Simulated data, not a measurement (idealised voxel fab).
process module | voxel transistor to metal
cross-section cut | 185 nm wide | cells 5 nm
A cross-section is a grid of square cells, given in bands from the top down. A band is one or more rows of cells.
Each band's line starts with the height of the band's top and of its bottom, in nm. Then come its materials from left to right, each with its width in nm. One material with "throughout" fills the band from edge to edge. "air" is empty space.
Height 0 is the level under which the wafer as received is all one material. The lowest band goes on downwards, as in "0 down".
A width such as "30 to 40" changes by the same amount from each row of cells to the next, from the band's top row to its bottom row.
"no change" after a step means that no cell of the cross-section changed.
closed voids: empty space of 8 cells or more with no open way to the top, each as width x height at its distance from the left edge, in nm
after a step's settings: what the simulator itself notes on the step
overlay nm, on a step with a mask: how far to the right of its planned place the mask lay; to the left if negative
plan
1 op RECEIVE | material Si
2 op OXIDIZE | depth nm 5
3 op CONFORMAL_DEP | material SiN | thk nm 15
4 op MASKED_ETCH | tone cover | mask id ACTIVE | width nm 110 | etch materials SiN | depth nm 15 | overlay nm 0
5 op MASKED_ETCH | tone cover | mask id ACTIVE | width nm 110 | etch materials SiO2 | depth nm 5 | overlay nm 0
6 op MASKED_ETCH | tone cover | mask id ACTIVE | width nm 110 | etch materials Si | depth nm 30 | overlay nm 0
7 op FILL_DEP | material SiO2 | thk nm 10
8 op CMP | height nm 15
9 op SELECTIVE_ETCH | etch materials SiO2 | depth nm 5
10 op STRIP | etch materials SiN
11 op SELECTIVE_ETCH | etch materials SiO2 | depth nm 5
12 op OXIDIZE | depth nm 5
13 op DIRECTIONAL_DEP | material polySi | thk nm 20
14 op DIRECTIONAL_DEP | material SiCN | thk nm 15
15 op MASKED_ETCH | tone cover | mask id GATE | width nm 20 | etch materials SiCN | depth nm 25 | overlay nm 0
16 op MASKED_ETCH | tone cover | mask id GATE | width nm 20 | etch materials polySi | depth nm 30 | overlay nm -10
17 op CONFORMAL_DEP | material SiN | thk nm 10
18 op DIRECTIONAL_ETCH | etch materials SiN | depth nm 10
19 op DIRECTIONAL_ETCH | etch materials SiO2 | depth nm 5
20 op DIRECTIONAL_ETCH | etch materials Si | depth nm 5
21 op EPI | material nSi | thk nm 5
22 op FILL_DEP | material SiO2 | thk nm 5
23 op CMP | height nm 30
24 op DIRECTIONAL_DEP | material SiO2 | thk nm 15
25 op DIRECTIONAL_DEP | material aC | thk nm 10
26 op PATTERN | tone open | mask id CONTACT | material resist | width nm 20 | pitch nm 80 | thk nm 30 | overlay nm 0
27 op DIRECTIONAL_ETCH | etch materials aC | depth nm 10
28 op STRIP | etch materials resist
29 op DIRECTIONAL_ETCH | etch materials SiO2 | depth nm 55
30 op STRIP | etch materials aC
31 op CONFORMAL_DEP | material TiN | thk nm 5
32 op FILL_DEP | material Ru | thk nm 10
33 op CMP | height nm 45
34 op CONFORMAL_DEP | material SiN | thk nm 5
35 op DIRECTIONAL_DEP | material SiO2 | thk nm 15
36 op MASKED_ETCH | tone open | mask id METAL_1 | width nm 20 | pitch nm 80 | etch materials SiO2 | depth nm 15 | overlay nm 0
37 op MASKED_ETCH | tone open | mask id METAL_1 | width nm 20 | pitch nm 80 | etch materials SiN | depth nm 5 | overlay nm 0
38 op CONFORMAL_DEP | material TiN | thk nm 5
39 op FILL_DEP | material Cu | thk nm 5
40 op CMP | height nm 65
41 op EPI | material Ru | thk nm 5
42 op FILL_DEP | material SiCN | thk nm 5
43 op DIRECTIONAL_DEP | material lowk | thk nm 30
44 op MASKED_ETCH | tone open | mask id METAL_2 | width nm 20 | pitch nm 80 | etch materials lowk | depth nm 15 | overlay nm 0
45 op PATTERN | tone open | mask id METAL_2_HOLES | material resist | width nm 15 | pitch nm 80 | thk nm 15 | overlay nm 0
46 op DIRECTIONAL_ETCH | etch materials lowk | depth nm 15
47 op DIRECTIONAL_ETCH | etch materials SiCN | depth nm 5
48 op STRIP | etch materials resist
49 op CONFORMAL_DEP | material TiN | thk nm 5
50 op FILL_DEP | material Cu | thk nm 10
51 op CMP | height nm 105
52 op CONFORMAL_DEP | material SiCN | thk nm 5
varied across the wafers: overlay nm of step 16. The plan shows the first wafer's value. All wafers start alike
first wafer as received, after step 1
  0 down: Si throughout
  closed voids: none
first wafer at the end, after step 52
  110 to 105: SiCN throughout
  105 to 95: lowk 40 | TiN 5 | Cu 10 | TiN 5 | lowk 60 | TiN 5 | Cu 10 | TiN 5 | lowk 45
  95 to 90: lowk 40 | TiN 5 | Cu 5 | TiN 10 | lowk 60 | TiN 5 | Cu 5 | TiN 10 | lowk 45
  90 to 75: lowk 40 | TiN 5 | Cu 5 | TiN 5 | lowk 65 | TiN 5 | Cu 5 | TiN 5 | lowk 50
  75 to 70: SiCN 40 | TiN 15 | SiCN 65 | TiN 15 | SiCN 50
  70 to 65: SiCN 35 | Ru 30 | SiCN 50 | Ru 30 | SiCN 40
  65 to 50: SiO2 40 | TiN 5 | Cu 10 | TiN 5 | SiO2 60 | TiN 5 | Cu 10 | TiN 5 | SiO2 45
  50 to 45: SiN 40 | TiN 20 | SiN 60 | TiN 20 | SiN 45
  45 to 30: SiO2 40 | TiN 5 | Ru 10 | TiN 5 | SiO2 60 | TiN 5 | Ru 10 | TiN 5 | SiO2 45
  30 to 15: SiO2 40 | TiN 5 | Ru 10 | TiN 5 | SiO2 10 | SiN 10 | SiCN 20 | SiN 10 | SiO2 10 | TiN 5 | Ru 10 | TiN 5 | SiO2 45
  15 to 5: SiO2 40 | TiN 5 | Ru 10 | TiN 5 | SiN 10 | polySi 30 | SiN 10 | SiO2 10 | TiN 5 | Ru 10 | TiN 5 | SiO2 45
  5 to 0: SiO2 30 | SiN 10 | TiN 5 | Ru 10 | TiN 5 | SiN 10 | polySi 30 | SiN 10 | SiO2 10 | TiN 5 | Ru 10 | TiN 5 | SiN 10 | SiO2 35
  0 to -5: SiO2 30 | SiN 10 | TiN 20 | SiN 10 | polySi 30 | SiN 10 | SiO2 10 | TiN 5 | Ru 5 | TiN 10 | SiN 10 | SiO2 35
  -5 to -10: SiO2 40 | nSi 5 | TiN 10 | nSi 5 | SiO2 50 | nSi 5 | SiO2 5 | TiN 15 | nSi 5 | SiO2 45
  -10 to -15: SiO2 35 | Si 5 | nSi 20 | Si 50 | nSi 30 | Si 5 | SiO2 40
  -15 to -35: SiO2 35 | Si 110 | SiO2 40
  -35 down: Si throughout
  closed voids: none
last wafer at the end
  110 to 105: SiCN throughout
  105 to 95: lowk 40 | TiN 5 | Cu 10 | TiN 5 | lowk 60 | TiN 5 | Cu 10 | TiN 5 | lowk 45
  95 to 90: lowk 40 | TiN 5 | Cu 5 | TiN 10 | lowk 60 | TiN 5 | Cu 5 | TiN 10 | lowk 45
  90 to 75: lowk 40 | TiN 5 | Cu 5 | TiN 5 | lowk 65 | TiN 5 | Cu 5 | TiN 5 | lowk 50
  75 to 70: SiCN 40 | TiN 15 | SiCN 65 | TiN 15 | SiCN 50
  70 to 65: SiCN 35 | Ru 30 | SiCN 50 | Ru 30 | SiCN 40
  65 to 50: SiO2 40 | TiN 5 | Cu 10 | TiN 5 | SiO2 60 | TiN 5 | Cu 10 | TiN 5 | SiO2 45
  50 to 45: SiN 40 | TiN 20 | SiN 60 | TiN 20 | SiN 45
  45 to 30: SiO2 40 | TiN 5 | Ru 10 | TiN 5 | SiO2 60 | TiN 5 | Ru 10 | TiN 5 | SiO2 45
  30 to 15: SiO2 40 | TiN 5 | Ru 10 | TiN 5 | SiO2 10 | SiN 10 | SiCN 20 | SiN 10 | SiO2 10 | TiN 5 | Ru 10 | TiN 5 | SiO2 45
  15 to 5: SiO2 40 | TiN 5 | Ru 10 | TiN 5 | SiO2 10 | SiN 10 | polySi 30 | SiN 10 | TiN 5 | Ru 10 | TiN 5 | SiO2 45
  5 to 0: SiO2 30 | SiN 10 | TiN 5 | Ru 10 | TiN 5 | SiO2 10 | SiN 10 | polySi 30 | SiN 10 | TiN 5 | Ru 10 | TiN 5 | SiN 10 | SiO2 35
  0 to -5: SiO2 30 | SiN 10 | TiN 10 | Ru 5 | TiN 5 | SiO2 10 | SiN 10 | polySi 30 | SiN 10 | TiN 20 | SiN 10 | SiO2 35
  -5 to -10: SiO2 40 | nSi 5 | TiN 15 | SiO2 5 | nSi 5 | SiO2 50 | nSi 5 | TiN 10 | nSi 5 | SiO2 45
  -10 to -15: SiO2 35 | Si 5 | nSi 30 | Si 50 | nSi 20 | Si 5 | SiO2 40
  -15 to -35: SiO2 35 | Si 110 | SiO2 40
  -35 down: Si throughout
  closed voids: none
each wafer at the end: cells of each material gained (+) or lost (-) since it was received, then its closed voids
overlay nm -10 | +28 Cu | +49 Ru | -159 Si | +105 SiCN | +65 SiN | +408 SiO2 | +100 TiN | +180 lowk | +14 nSi | +24 polySi | closed voids: none
overlay nm -5 | +28 Cu | +50 Ru | -160 Si | +105 SiCN | +65 SiN | +411 SiO2 | +100 TiN | +180 lowk | +15 nSi | +20 polySi | closed voids: none
overlay nm 0 | +28 Cu | +50 Ru | -161 Si | +105 SiCN | +65 SiN | +415 SiO2 | +100 TiN | +180 lowk | +16 nSi | +16 polySi | closed voids: none
overlay nm 5 | +28 Cu | +50 Ru | -160 Si | +105 SiCN | +65 SiN | +411 SiO2 | +100 TiN | +180 lowk | +15 nSi | +20 polySi | closed voids: none
overlay nm 10 | +28 Cu | +49 Ru | -159 Si | +105 SiCN | +65 SiN | +408 SiO2 | +100 TiN | +180 lowk | +14 nSi | +24 polySi | closed voids: none
